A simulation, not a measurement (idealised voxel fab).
Module name: voxel self aligned contacts (process module)
The cross-section shown here is cut; it is 265 nm wide and divided into square cells measuring 5 nm on a side.
Bands, listed from the top down, are how a cross-section gets written in this document; the cross-section itself is a grid of square cells, and a band is one or more rows of them.
Top, bottom (nm), then materials left to right with widths (nm); lone material tagged "edge to edge" fills the whole band edge to edge; "empty" = empty space.
Below 0: as-received wafer, all one material; heights counted from there. Lowest band: no bottom, goes on down, written "from 0 down".
You'd read "30->40" like this: the band's top row of cells is as wide as the first number, its bottom row is as wide as the second, and going down, every row changes width by the same amount as the row before did.
"everything unchanged" for a step: no cell of the cross-section changed in that step.
The entry titled "Sealed internal voids" provides the empty spaces that have no open way to the top, restricted to those of 8 cells or more. Each is presented as width x height at distance, the distance being measured from the left edge, with all three in nm.
Post-settings text on a step line: simulator's own remark regarding the step.
The setting "overlay nm" may be written on the line of a step. When the step uses a mask, the value reports how far to the right of the planned place the mask lay, and a negative value reports that it lay to the left.

Set out below are the planned steps of the process
- 1: RECEIVE, material Si
- 2: OXIDIZE, depth nm 5
- 3: DIRECTIONAL_DEP, material polySi, thk nm 20
- 4: DIRECTIONAL_DEP, material SiN, thk nm 15
- 5: PATTERN, tone cover, mask id GATE, material resist, width nm 35, pitch nm 70, thk nm 20, overlay nm 0
- 6: DIRECTIONAL_ETCH, etch materials SiN, depth nm 15
- 7: DIRECTIONAL_ETCH, etch materials polySi, depth nm 20
- 8: STRIP, etch materials resist
- 9: CONFORMAL_DEP, material SiN, thk nm 5
- 10: DIRECTIONAL_ETCH, etch materials SiN, depth nm 5
- 11: FILL_DEP, material SiO2, thk nm 15
- 12: CMP, height nm 40
- 13: PATTERN, tone open, mask id CONTACT, material resist, width nm 45, thk nm 15, overlay nm 0
- 14: DIRECTIONAL_ETCH, etch materials SiO2, depth nm 45
- 15: STRIP, etch materials resist
- 16: CONFORMAL_DEP, material TiN, thk nm 5
- 17: FILL_DEP, material Ru, thk nm 5
- 18: CMP, height nm 40
- 19: CONFORMAL_DEP, material SiN, thk nm 5

Cross-section: wafer on arrival = after step 1
    from 0 down | Si edge to edge
    Sealed internal voids: none

Post-module cross-section: identical start and plan to those above, one misstep in execution
    from 45 to 20 | SiN edge to edge
    from 20 to 0 | 80 of SiN, then 35 of polySi, then 35 of SiN, then 35 of polySi, then 80 of SiN
    from 0 to -5 | SiO2 edge to edge
    from -5 down | Si edge to edge
    Sealed internal voids: none
Nonconformance to the process plan: step 11, actual vs plan mismatch, actual run FILL_DEP, material SiN, thk nm 15
